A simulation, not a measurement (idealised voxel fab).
process module | voxel trench capacitor
cross-section cut | 255 nm wide | cells 5 nm
A cross-section is a grid of square cells, given in bands from the top down. A band is one or more rows of cells.
Each band's line starts with the height of the band's top and of its bottom, in nm. Then come its materials from left to right, each with its width in nm. One material with "throughout" fills the band from edge to edge. "air" is empty space.
Height 0 is the level under which the wafer as received is all one material. The lowest band goes on downwards, as in "0 down".
A width such as "30 to 40" changes by the same amount from each row of cells to the next, from the band's top row to its bottom row.
"no change" after a step means that no cell of the cross-section changed.
closed voids: empty space of 8 cells or more with no open way to the top, each as width x height at its distance from the left edge, in nm
after a step's settings: what the simulator itself notes on the step
overlay nm, on a step with a mask: how far to the right of its planned place the mask lay; to the left if negative
Each pair below shows a cross-section before one step and the cross-section after it, down to the lowest band that changed. The line under each pair gives the step between them, with its settings. The pairs can come from different runs of this module on the same starting wafer, so a pair continues from the pair above only where its "before" says so.
before
  0 down: Si throughout
  closed voids: none
after
  10 to 0: SiN throughout
  below 0: unchanged
  closed voids: none
the step between: op CONFORMAL_DEP | material SiN | thk nm 10
before: the cross-section after the pair above
after
  20 to 10: aC throughout
  below 10: unchanged
  closed voids: none
the step between: op DIRECTIONAL_DEP | material aC | thk nm 10
before: the cross-section after the pair above
after
  45 to 20: resist 85 | air 30 | resist 25 | air 30 | resist 85
  below 20: unchanged
  closed voids: none
the step between: op PATTERN | tone open | mask id TRENCH | material resist | width nm 30 | pitch nm 55 | thk nm 25 | overlay nm 0
before: the cross-section after the pair above
after
  35 to 20: resist 85 | air 30 | resist 25 | air 30 | resist 85
  20 to 10: aC 85 | air 30 | aC 25 | air 30 | aC 85
  below 10: unchanged
  closed voids: none
the step between: op DIRECTIONAL_ETCH | etch materials aC | depth nm 10
before: the cross-section after the pair above
after
  20 to 10: aC 85 | air 30 | aC 25 | air 30 | aC 85
  below 10: unchanged
  closed voids: none
the step between: op STRIP | etch materials resist
before: the cross-section after the pair above
after
  20 to 10: aC 85 | air 30 | aC 25 | air 30 | aC 85
  10 to 0: SiN 85 | air 30 | SiN 25 | air 30 | SiN 85
  below 0: unchanged
  closed voids: none
the step between: op DIRECTIONAL_ETCH | etch materials SiN | depth nm 10
before: the cross-section after the pair above
after
  20 to 10: aC 85 | air 30 | aC 25 | air 30 | aC 85
  10 to 0: SiN 85 | air 30 | SiN 25 | air 30 | SiN 85
  0 to -40: Si 85 | air 30 | Si 25 | air 30 | Si 85
  below -40: unchanged
  closed voids: none
the step between: op DIRECTIONAL_ETCH | etch materials Si | depth nm 40
before: the cross-section after the pair above
after
  10 to 0: SiN 85 | air 30 | SiN 25 | air 30 | SiN 85
  below 0: unchanged
  closed voids: none
the step between: op STRIP | etch materials aC
before: the cross-section after the pair above
after
  15 to 10: Al2O3 90 | air 20 | Al2O3 35 | air 20 | Al2O3 90
  10 to 0: SiN 85 | Al2O3 5 | air 20 | Al2O3 5 | SiN 25 | Al2O3 5 | air 20 | Al2O3 5 | SiN 85
  0 to -35: Si 85 | Al2O3 5 | air 20 | Al2O3 5 | Si 25 | Al2O3 5 | air 20 | Al2O3 5 | Si 85
  -35 to -40: Si 85 | Al2O3 30 | Si 25 | Al2O3 30 | Si 85
  below -40: unchanged
  closed voids: none
the step between: op CONFORMAL_DEP | material Al2O3 | thk nm 5
before: the cross-section after the pair above
after
  20 to 15: TiN 95 | air 10 | TiN 45 | air 10 | TiN 95
  15 to 10: Al2O3 90 | TiN 5 | air 10 | TiN 5 | Al2O3 35 | TiN 5 | air 10 | TiN 5 | Al2O3 90
  10 to 0: SiN 85 | Al2O3 5 | TiN 5 | air 10 | TiN 5 | Al2O3 5 | SiN 25 | Al2O3 5 | TiN 5 | air 10 | TiN 5 | Al2O3 5 | SiN 85
  0 to -30: Si 85 | Al2O3 5 | TiN 5 | air 10 | TiN 5 | Al2O3 5 | Si 25 | Al2O3 5 | TiN 5 | air 10 | TiN 5 | Al2O3 5 | Si 85
  -30 to -35: Si 85 | Al2O3 5 | TiN 20 | Al2O3 5 | Si 25 | Al2O3 5 | TiN 20 | Al2O3 5 | Si 85
  below -35: unchanged
  closed voids: none
the step between: op CONFORMAL_DEP | material TiN | thk nm 5
before: the cross-section after the pair above
after
  25 to 20: W throughout
  20 to 15: TiN 95 | W 10 | TiN 45 | W 10 | TiN 95
  15 to 10: Al2O3 90 | TiN 5 | W 10 | TiN 5 | Al2O3 35 | TiN 5 | W 10 | TiN 5 | Al2O3 90
  10 to 0: SiN 85 | Al2O3 5 | TiN 5 | W 10 | TiN 5 | Al2O3 5 | SiN 25 | Al2O3 5 | TiN 5 | W 10 | TiN 5 | Al2O3 5 | SiN 85
  0 to -30: Si 85 | Al2O3 5 | TiN 5 | W 10 | TiN 5 | Al2O3 5 | Si 25 | Al2O3 5 | TiN 5 | W 10 | TiN 5 | Al2O3 5 | Si 85
  below -30: unchanged
  closed voids: none
the step between: op FILL_DEP | material W | thk nm 5
before: the cross-section after the pair above
after
  10 to 0: SiN 85 | Al2O3 5 | TiN 5 | W 10 | TiN 5 | Al2O3 5 | SiN 25 | Al2O3 5 | TiN 5 | W 10 | TiN 5 | Al2O3 5 | SiN 85
  below 0: unchanged
  closed voids: none
the step between: op CMP | height nm 10
before
  10 to 0: SiN 85 | air 30 | SiN 25 | air 30 | SiN 85
  0 to -40: Si 85 | air 30 | Si 25 | air 30 | Si 85
  -40 down: Si throughout
  closed voids: none
after
  15 to 10: TiN 90 | air 20 | TiN 35 | air 20 | TiN 90
  10 to 0: SiN 85 | TiN 5 | air 20 | TiN 5 | SiN 25 | TiN 5 | air 20 | TiN 5 | SiN 85
  0 to -35: Si 85 | TiN 5 | air 20 | TiN 5 | Si 25 | TiN 5 | air 20 | TiN 5 | Si 85
  -35 to -40: Si 85 | TiN 30 | Si 25 | TiN 30 | Si 85
  below -40: unchanged
  closed voids: none
the step between: op CONFORMAL_DEP | material TiN | thk nm 5
before: the cross-section after the pair above
after
  20 to 15: W throughout
  15 to 10: TiN 90 | W 20 | TiN 35 | W 20 | TiN 90
  10 to 0: SiN 85 | TiN 5 | W 20 | TiN 5 | SiN 25 | TiN 5 | W 20 | TiN 5 | SiN 85
  0 to -35: Si 85 | TiN 5 | W 20 | TiN 5 | Si 25 | TiN 5 | W 20 | TiN 5 | Si 85
  below -35: unchanged
  closed voids: none
the step between: op FILL_DEP | material W | thk nm 5
before: the cross-section after the pair above
after
  10 to 0: SiN 85 | TiN 5 | W 20 | TiN 5 | SiN 25 | TiN 5 | W 20 | TiN 5 | SiN 85
  below 0: unchanged
  closed voids: none
the step between: op CMP | height nm 10
before
  15 to 10: TiN 90 | air 20 | TiN 35 | air 20 | TiN 90
  10 to 0: SiN 85 | TiN 5 | air 20 | TiN 5 | SiN 25 | TiN 5 | air 20 | TiN 5 | SiN 85
  0 to -35: Si 85 | TiN 5 | air 20 | TiN 5 | Si 25 | TiN 5 | air 20 | TiN 5 | Si 85
  -35 to -40: Si 85 | TiN 30 | Si 25 | TiN 30 | Si 85
  -40 down: Si throughout
  closed voids: none
after
  20 to 15: Al2O3 95 | air 10 | Al2O3 45 | air 10 | Al2O3 95
  15 to 10: TiN 90 | Al2O3 5 | air 10 | Al2O3 5 | TiN 35 | Al2O3 5 | air 10 | Al2O3 5 | TiN 90
  10 to 0: SiN 85 | TiN 5 | Al2O3 5 | air 10 | Al2O3 5 | TiN 5 | SiN 25 | TiN 5 | Al2O3 5 | air 10 | Al2O3 5 | TiN 5 | SiN 85
  0 to -30: Si 85 | TiN 5 | Al2O3 5 | air 10 | Al2O3 5 | TiN 5 | Si 25 | TiN 5 | Al2O3 5 | air 10 | Al2O3 5 | TiN 5 | Si 85
  -30 to -35: Si 85 | TiN 5 | Al2O3 20 | TiN 5 | Si 25 | TiN 5 | Al2O3 20 | TiN 5 | Si 85
  below -35: unchanged
  closed voids: none
the step between: op CONFORMAL_DEP | material Al2O3 | thk nm 5
before: the cross-section after the pair above
after
  25 to 20: W throughout
  20 to 15: Al2O3 95 | W 10 | Al2O3 45 | W 10 | Al2O3 95
  15 to 10: TiN 90 | Al2O3 5 | W 10 | Al2O3 5 | TiN 35 | Al2O3 5 | W 10 | Al2O3 5 | TiN 90
  10 to 0: SiN 85 | TiN 5 | Al2O3 5 | W 10 | Al2O3 5 | TiN 5 | SiN 25 | TiN 5 | Al2O3 5 | W 10 | Al2O3 5 | TiN 5 | SiN 85
  0 to -30: Si 85 | TiN 5 | Al2O3 5 | W 10 | Al2O3 5 | TiN 5 | Si 25 | TiN 5 | Al2O3 5 | W 10 | Al2O3 5 | TiN 5 | Si 85
  below -30: unchanged
  closed voids: none
the step between: op FILL_DEP | material W | thk nm 5
before: the cross-section after the pair above
after
  10 to 0: SiN 85 | TiN 5 | Al2O3 5 | W 10 | Al2O3 5 | TiN 5 | SiN 25 | TiN 5 | Al2O3 5 | W 10 | Al2O3 5 | TiN 5 | SiN 85
  below 0: unchanged
  closed voids: none
the step between: op CMP | height nm 10
before
  0 down: Si throughout
  closed voids: none
after
  5 to 0: SiN throughout
  below 0: unchanged
  closed voids: none
the step between: op CONFORMAL_DEP | material SiN | thk nm 5
before: the cross-section after the pair above
after
  15 to 5: aC throughout
  below 5: unchanged
  closed voids: none
the step between: op DIRECTIONAL_DEP | material aC | thk nm 10
before: the cross-section after the pair above
after
  40 to 15: resist 85 | air 30 | resist 25 | air 30 | resist 85
  below 15: unchanged
  closed voids: none
the step between: op PATTERN | tone open | mask id TRENCH | material resist | width nm 30 | pitch nm 55 | thk nm 25 | overlay nm 0
before: the cross-section after the pair above
after
  30 to 15: resist 85 | air 30 | resist 25 | air 30 | resist 85
  15 to 5: aC 85 | air 30 | aC 25 | air 30 | aC 85
  below 5: unchanged
  closed voids: none
the step between: op DIRECTIONAL_ETCH | etch materials aC | depth nm 10
before: the cross-section after the pair above
after
  15 to 5: aC 85 | air 30 | aC 25 | air 30 | aC 85
  below 5: unchanged
  closed voids: none
the step between: op STRIP | etch materials resist
before: the cross-section after the pair above
after
  15 to 5: aC 85 | air 30 | aC 25 | air 30 | aC 85
  5 to 0: SiN 85 | air 30 | SiN 25 | air 30 | SiN 85
  below 0: unchanged
  closed voids: none
the step between: op DIRECTIONAL_ETCH | etch materials SiN | depth nm 10
before: the cross-section after the pair above
after
  15 to 5: aC 85 | air 30 | aC 25 | air 30 | aC 85
  5 to 0: SiN 85 | air 30 | SiN 25 | air 30 | SiN 85
  0 to -40: Si 85 | air 30 | Si 25 | air 30 | Si 85
  below -40: unchanged
  closed voids: none
the step between: op DIRECTIONAL_ETCH | etch materials Si | depth nm 40
before: the cross-section after the pair above
after
  5 to 0: SiN 85 | air 30 | SiN 25 | air 30 | SiN 85
  below 0: unchanged
  closed voids: none
the step between: op STRIP | etch materials aC
before: the cross-section after the pair above
after
  10 to 5: Al2O3 90 | air 20 | Al2O3 35 | air 20 | Al2O3 90
  5 to 0: SiN 85 | Al2O3 5 | air 20 | Al2O3 5 | SiN 25 | Al2O3 5 | air 20 | Al2O3 5 | SiN 85
  0 to -35: Si 85 | Al2O3 5 | air 20 | Al2O3 5 | Si 25 | Al2O3 5 | air 20 | Al2O3 5 | Si 85
  -35 to -40: Si 85 | Al2O3 30 | Si 25 | Al2O3 30 | Si 85
  below -40: unchanged
  closed voids: none
the step between: op CONFORMAL_DEP | material Al2O3 | thk nm 5
before: the cross-section after the pair above
after
  15 to 10: TiN 95 | air 10 | TiN 45 | air 10 | TiN 95
  10 to 5: Al2O3 90 | TiN 5 | air 10 | TiN 5 | Al2O3 35 | TiN 5 | air 10 | TiN 5 | Al2O3 90
  5 to 0: SiN 85 | Al2O3 5 | TiN 5 | air 10 | TiN 5 | Al2O3 5 | SiN 25 | Al2O3 5 | TiN 5 | air 10 | TiN 5 | Al2O3 5 | SiN 85
  0 to -30: Si 85 | Al2O3 5 | TiN 5 | air 10 | TiN 5 | Al2O3 5 | Si 25 | Al2O3 5 | TiN 5 | air 10 | TiN 5 | Al2O3 5 | Si 85
  -30 to -35: Si 85 | Al2O3 5 | TiN 20 | Al2O3 5 | Si 25 | Al2O3 5 | TiN 20 | Al2O3 5 | Si 85
  below -35: unchanged
  closed voids: none
the step between: op CONFORMAL_DEP | material TiN | thk nm 5
before: the cross-section after the pair above
after
  20 to 15: W throughout
  15 to 10: TiN 95 | W 10 | TiN 45 | W 10 | TiN 95
  10 to 5: Al2O3 90 | TiN 5 | W 10 | TiN 5 | Al2O3 35 | TiN 5 | W 10 | TiN 5 | Al2O3 90
  5 to 0: SiN 85 | Al2O3 5 | TiN 5 | W 10 | TiN 5 | Al2O3 5 | SiN 25 | Al2O3 5 | TiN 5 | W 10 | TiN 5 | Al2O3 5 | SiN 85
  0 to -30: Si 85 | Al2O3 5 | TiN 5 | W 10 | TiN 5 | Al2O3 5 | Si 25 | Al2O3 5 | TiN 5 | W 10 | TiN 5 | Al2O3 5 | Si 85
  below -30: unchanged
  closed voids: none
the step between: op FILL_DEP | material W | thk nm 5
before: the cross-section after the pair above
after
  10 to 5: Al2O3 90 | TiN 5 | W 10 | TiN 5 | Al2O3 35 | TiN 5 | W 10 | TiN 5 | Al2O3 90
  below 5: unchanged
  closed voids: none
the step between: op CMP | height nm 10
before
  20 to 10: aC throughout
  10 to 0: SiN throughout
  0 down: Si throughout
  closed voids: none
after
  45 to 20: resist 80 | air 40 | resist 15 | air 40 | resist 80
  below 20: unchanged
  closed voids: none
the step between: op PATTERN | tone open | mask id TRENCH | material resist | width nm 40 | pitch nm 55 | thk nm 25 | overlay nm 0
before: the cross-section after the pair above
after
  35 to 20: resist 80 | air 40 | resist 15 | air 40 | resist 80
  20 to 10: aC 80 | air 40 | aC 15 | air 40 | aC 80
  below 10: unchanged
  closed voids: none
the step between: op DIRECTIONAL_ETCH | etch materials aC | depth nm 10
before: the cross-section after the pair above
after
  20 to 10: aC 80 | air 40 | aC 15 | air 40 | aC 80
  below 10: unchanged
  closed voids: none
the step between: op STRIP | etch materials resist
before: the cross-section after the pair above
after
  20 to 10: aC 80 | air 40 | aC 15 | air 40 | aC 80
  10 to 0: SiN 80 | air 40 | SiN 15 | air 40 | SiN 80
  below 0: unchanged
  closed voids: none
the step between: op DIRECTIONAL_ETCH | etch materials SiN | depth nm 10
before: the cross-section after the pair above
after
  20 to 10: aC 80 | air 40 | aC 15 | air 40 | aC 80
  10 to 0: SiN 80 | air 40 | SiN 15 | air 40 | SiN 80
  0 to -40: Si 80 | air 40 | Si 15 | air 40 | Si 80
  below -40: unchanged
  closed voids: none
the step between: op DIRECTIONAL_ETCH | etch materials Si | depth nm 40
before: the cross-section after the pair above
after
  10 to 0: SiN 80 | air 40 | SiN 15 | air 40 | SiN 80
  below 0: unchanged
  closed voids: none
the step between: op STRIP | etch materials aC
before: the cross-section after the pair above
after
  15 to 10: Al2O3 85 | air 30 | Al2O3 25 | air 30 | Al2O3 85
  10 to 0: SiN 80 | Al2O3 5 | air 30 | Al2O3 5 | SiN 15 | Al2O3 5 | air 30 | Al2O3 5 | SiN 80
  0 to -35: Si 80 | Al2O3 5 | air 30 | Al2O3 5 | Si 15 | Al2O3 5 | air 30 | Al2O3 5 | Si 80
  -35 to -40: Si 80 | Al2O3 40 | Si 15 | Al2O3 40 | Si 80
  below -40: unchanged
  closed voids: none
the step between: op CONFORMAL_DEP | material Al2O3 | thk nm 5
before: the cross-section after the pair above
after
  20 to 15: TiN 90 | air 20 | TiN 35 | air 20 | TiN 90
  15 to 10: Al2O3 85 | TiN 5 | air 20 | TiN 5 | Al2O3 25 | TiN 5 | air 20 | TiN 5 | Al2O3 85
  10 to 0: SiN 80 | Al2O3 5 | TiN 5 | air 20 | TiN 5 | Al2O3 5 | SiN 15 | Al2O3 5 | TiN 5 | air 20 | TiN 5 | Al2O3 5 | SiN 80
  0 to -30: Si 80 | Al2O3 5 | TiN 5 | air 20 | TiN 5 | Al2O3 5 | Si 15 | Al2O3 5 | TiN 5 | air 20 | TiN 5 | Al2O3 5 | Si 80
  -30 to -35: Si 80 | Al2O3 5 | TiN 30 | Al2O3 5 | Si 15 | Al2O3 5 | TiN 30 | Al2O3 5 | Si 80
  below -35: unchanged
  closed voids: none
the step between: op CONFORMAL_DEP | material TiN | thk nm 5
before: the cross-section after the pair above
after
  25 to 20: W throughout
  20 to 15: TiN 90 | W 20 | TiN 35 | W 20 | TiN 90
  15 to 10: Al2O3 85 | TiN 5 | W 20 | TiN 5 | Al2O3 25 | TiN 5 | W 20 | TiN 5 | Al2O3 85
  10 to 0: SiN 80 | Al2O3 5 | TiN 5 | W 20 | TiN 5 | Al2O3 5 | SiN 15 | Al2O3 5 | TiN 5 | W 20 | TiN 5 | Al2O3 5 | SiN 80
  0 to -30: Si 80 | Al2O3 5 | TiN 5 | W 20 | TiN 5 | Al2O3 5 | Si 15 | Al2O3 5 | TiN 5 | W 20 | TiN 5 | Al2O3 5 | Si 80
  below -30: unchanged
  closed voids: none
the step between: op FILL_DEP | material W | thk nm 5
before: the cross-section after the pair above
after
  10 to 0: SiN 80 | Al2O3 5 | TiN 5 | W 20 | TiN 5 | Al2O3 5 | SiN 15 | Al2O3 5 | TiN 5 | W 20 | TiN 5 | Al2O3 5 | SiN 80
  below 0: unchanged
  closed voids: none
the step between: op CMP | height nm 10
before
  20 to 10: aC throughout
  10 to 0: SiN throughout
  0 down: Si throughout
  closed voids: none
after
  45 to 20: resist 90 | air 30 | resist 25 | air 30 | resist 80
  below 20: unchanged
  closed voids: none
the step between: op PATTERN | tone open | mask id TRENCH | material resist | width nm 30 | pitch nm 55 | thk nm 25 | overlay nm 5
before: the cross-section after the pair above
after
  35 to 20: resist 90 | air 30 | resist 25 | air 30 | resist 80
  20 to 10: aC 90 | air 30 | aC 25 | air 30 | aC 80
  below 10: unchanged
  closed voids: none
the step between: op DIRECTIONAL_ETCH | etch materials aC | depth nm 10
before: the cross-section after the pair above
after
  20 to 10: aC 90 | air 30 | aC 25 | air 30 | aC 80
  below 10: unchanged
  closed voids: none
the step between: op STRIP | etch materials resist
before: the cross-section after the pair above
after
  20 to 10: aC 90 | air 30 | aC 25 | air 30 | aC 80
  10 to 0: SiN 90 | air 30 | SiN 25 | air 30 | SiN 80
  below 0: unchanged
  closed voids: none
the step between: op DIRECTIONAL_ETCH | etch materials SiN | depth nm 10
before: the cross-section after the pair above
after
  20 to 10: aC 90 | air 30 | aC 25 | air 30 | aC 80
  10 to 0: SiN 90 | air 30 | SiN 25 | air 30 | SiN 80
  0 to -40: Si 90 | air 30 | Si 25 | air 30 | Si 80
  below -40: unchanged
  closed voids: none
the step between: op DIRECTIONAL_ETCH | etch materials Si | depth nm 40
before: the cross-section after the pair above
after
  10 to 0: SiN 90 | air 30 | SiN 25 | air 30 | SiN 80
  below 0: unchanged
  closed voids: none
the step between: op STRIP | etch materials aC
before: the cross-section after the pair above
after
  15 to 10: Al2O3 95 | air 20 | Al2O3 35 | air 20 | Al2O3 85
  10 to 0: SiN 90 | Al2O3 5 | air 20 | Al2O3 5 | SiN 25 | Al2O3 5 | air 20 | Al2O3 5 | SiN 80
  0 to -35: Si 90 | Al2O3 5 | air 20 | Al2O3 5 | Si 25 | Al2O3 5 | air 20 | Al2O3 5 | Si 80
  -35 to -40: Si 90 | Al2O3 30 | Si 25 | Al2O3 30 | Si 80
  below -40: unchanged
  closed voids: none
the step between: op CONFORMAL_DEP | material Al2O3 | thk nm 5
before: the cross-section after the pair above
after
  20 to 15: TiN 100 | air 10 | TiN 45 | air 10 | TiN 90
  15 to 10: Al2O3 95 | TiN 5 | air 10 | TiN 5 | Al2O3 35 | TiN 5 | air 10 | TiN 5 | Al2O3 85
  10 to 0: SiN 90 | Al2O3 5 | TiN 5 | air 10 | TiN 5 | Al2O3 5 | SiN 25 | Al2O3 5 | TiN 5 | air 10 | TiN 5 | Al2O3 5 | SiN 80
  0 to -30: Si 90 | Al2O3 5 | TiN 5 | air 10 | TiN 5 | Al2O3 5 | Si 25 | Al2O3 5 | TiN 5 | air 10 | TiN 5 | Al2O3 5 | Si 80
  -30 to -35: Si 90 | Al2O3 5 | TiN 20 | Al2O3 5 | Si 25 | Al2O3 5 | TiN 20 | Al2O3 5 | Si 80
  below -35: unchanged
  closed voids: none
the step between: op CONFORMAL_DEP | material TiN | thk nm 5
before: the cross-section after the pair above
after
  25 to 20: W throughout
  20 to 15: TiN 100 | W 10 | TiN 45 | W 10 | TiN 90
  15 to 10: Al2O3 95 | TiN 5 | W 10 | TiN 5 | Al2O3 35 | TiN 5 | W 10 | TiN 5 | Al2O3 85
  10 to 0: SiN 90 | Al2O3 5 | TiN 5 | W 10 | TiN 5 | Al2O3 5 | SiN 25 | Al2O3 5 | TiN 5 | W 10 | TiN 5 | Al2O3 5 | SiN 80
  0 to -30: Si 90 | Al2O3 5 | TiN 5 | W 10 | TiN 5 | Al2O3 5 | Si 25 | Al2O3 5 | TiN 5 | W 10 | TiN 5 | Al2O3 5 | Si 80
  below -30: unchanged
  closed voids: none
the step between: op FILL_DEP | material W | thk nm 5
before: the cross-section after the pair above
after
  10 to 0: SiN 90 | Al2O3 5 | TiN 5 | W 10 | TiN 5 | Al2O3 5 | SiN 25 | Al2O3 5 | TiN 5 | W 10 | TiN 5 | Al2O3 5 | SiN 80
  below 0: unchanged
  closed voids: none
the step between: op CMP | height nm 10
before
  0 down: Si throughout
  closed voids: none
after
  10 to 0: W throughout
  below 0: unchanged
  closed voids: none
the step between: op CONFORMAL_DEP | material W | thk nm 10
before: the cross-section after the pair above
after
  20 to 10: aC throughout
  below 10: unchanged
  closed voids: none
the step between: op DIRECTIONAL_DEP | material aC | thk nm 10
before: the cross-section after the pair above
after
  45 to 20: resist 85 | air 30 | resist 25 | air 30 | resist 85
  below 20: unchanged
  closed voids: none
the step between: op PATTERN | tone open | mask id TRENCH | material resist | width nm 30 | pitch nm 55 | thk nm 25 | overlay nm 0
before: the cross-section after the pair above
after
  35 to 20: resist 85 | air 30 | resist 25 | air 30 | resist 85
  20 to 10: aC 85 | air 30 | aC 25 | air 30 | aC 85
  below 10: unchanged
  closed voids: none
the step between: op DIRECTIONAL_ETCH | etch materials aC | depth nm 10
before: the cross-section after the pair above
after
  20 to 10: aC 85 | air 30 | aC 25 | air 30 | aC 85
  below 10: unchanged
  closed voids: none
the step between: op STRIP | etch materials resist
before: the cross-section after the pair above
after
  10 to 0: W throughout
  below 0: unchanged
  closed voids: none
the step between: op STRIP | etch materials aC
before: the cross-section after the pair above
after
  15 to 10: Al2O3 throughout
  below 10: unchanged
  closed voids: none
the step between: op CONFORMAL_DEP | material Al2O3 | thk nm 5
before: the cross-section after the pair above
after
  20 to 15: TiN throughout
  below 15: unchanged
  closed voids: none
the step between: op CONFORMAL_DEP | material TiN | thk nm 5
before: the cross-section after the pair above
after
  25 to 20: W throughout
  below 20: unchanged
  closed voids: none
the step between: op FILL_DEP | material W | thk nm 5
before: the cross-section after the pair above
after
  10 to 0: W throughout
  below 0: unchanged
  closed voids: none
the step between: op CMP | height nm 10
before
  20 to 10: aC throughout
  10 to 0: SiN throughout
  0 down: Si throughout
  closed voids: none
after
  45 to 20: air 85 | resist 30 | air 25 | resist 30 | air 85
  below 20: unchanged
  closed voids: none
the step between: op PATTERN | tone cover | mask id TRENCH | material resist | width nm 30 | pitch nm 55 | thk nm 25 | overlay nm 0
before: the cross-section after the pair above
after
  35 to 20: air 85 | resist 30 | air 25 | resist 30 | air 85
  20 to 10: air 85 | aC 30 | air 25 | aC 30 | air 85
  below 10: unchanged
  closed voids: none
the step between: op DIRECTIONAL_ETCH | etch materials aC | depth nm 10
before: the cross-section after the pair above
after
  20 to 10: air 85 | aC 30 | air 25 | aC 30 | air 85
  below 10: unchanged
  closed voids: none
the step between: op STRIP | etch materials resist
before: the cross-section after the pair above
after
  20 to 10: air 85 | aC 30 | air 25 | aC 30 | air 85
  10 to 0: air 85 | SiN 30 | air 25 | SiN 30 | air 85
  below 0: unchanged
  closed voids: none
the step between: op DIRECTIONAL_ETCH | etch materials SiN | depth nm 10
before: the cross-section after the pair above
after
  20 to 10: air 85 | aC 30 | air 25 | aC 30 | air 85
  10 to 0: air 85 | SiN 30 | air 25 | SiN 30 | air 85
  0 to -40: air 85 | Si 30 | air 25 | Si 30 | air 85
  below -40: unchanged
  closed voids: none
the step between: op DIRECTIONAL_ETCH | etch materials Si | depth nm 40
before: the cross-section after the pair above
after
  10 to 0: air 85 | SiN 30 | air 25 | SiN 30 | air 85
  below 0: unchanged
  closed voids: none
the step between: op STRIP | etch materials aC
before: the cross-section after the pair above
after
  15 to 10: air 80 | Al2O3 40 | air 15 | Al2O3 40 | air 80
  10 to 0: air 80 | Al2O3 5 | SiN 30 | Al2O3 5 | air 15 | Al2O3 5 | SiN 30 | Al2O3 5 | air 80
  0 to -35: air 80 | Al2O3 5 | Si 30 | Al2O3 5 | air 15 | Al2O3 5 | Si 30 | Al2O3 5 | air 80
  -35 to -40: Al2O3 85 | Si 30 | Al2O3 25 | Si 30 | Al2O3 85
  below -40: unchanged
  closed voids: none
the step between: op CONFORMAL_DEP | material Al2O3 | thk nm 5
before: the cross-section after the pair above
after
  20 to 15: air 75 | TiN 50 | air 5 | TiN 50 | air 75
  15 to 10: air 75 | TiN 5 | Al2O3 40 | TiN 5 | air 5 | TiN 5 | Al2O3 40 | TiN 5 | air 75
  10 to 0: air 75 | TiN 5 | Al2O3 5 | SiN 30 | Al2O3 5 | TiN 5 | air 5 | TiN 5 | Al2O3 5 | SiN 30 | Al2O3 5 | TiN 5 | air 75
  0 to -30: air 75 | TiN 5 | Al2O3 5 | Si 30 | Al2O3 5 | TiN 5 | air 5 | TiN 5 | Al2O3 5 | Si 30 | Al2O3 5 | TiN 5 | air 75
  -30 to -35: TiN 80 | Al2O3 5 | Si 30 | Al2O3 5 | TiN 15 | Al2O3 5 | Si 30 | Al2O3 5 | TiN 80
  below -35: unchanged
  closed voids: none
the step between: op CONFORMAL_DEP | material TiN | thk nm 5
before: the cross-section after the pair above
after
  25 to 20: W throughout
  20 to 15: W 75 | TiN 50 | W 5 | TiN 50 | W 75
  15 to 10: W 75 | TiN 5 | Al2O3 40 | TiN 5 | W 5 | TiN 5 | Al2O3 40 | TiN 5 | W 75
  10 to 0: W 75 | TiN 5 | Al2O3 5 | SiN 30 | Al2O3 5 | TiN 5 | W 5 | TiN 5 | Al2O3 5 | SiN 30 | Al2O3 5 | TiN 5 | W 75
  0 to -30: W 75 | TiN 5 | Al2O3 5 | Si 30 | Al2O3 5 | TiN 5 | W 5 | TiN 5 | Al2O3 5 | Si 30 | Al2O3 5 | TiN 5 | W 75
  below -30: unchanged
  closed voids: none
the step between: op FILL_DEP | material W | thk nm 5
before: the cross-section after the pair above
after
  10 to 0: W 75 | TiN 5 | Al2O3 5 | SiN 30 | Al2O3 5 | TiN 5 | W 5 | TiN 5 | Al2O3 5 | SiN 30 | Al2O3 5 | TiN 5 | W 75
  below 0: unchanged
  closed voids: none
the step between: op CMP | height nm 10
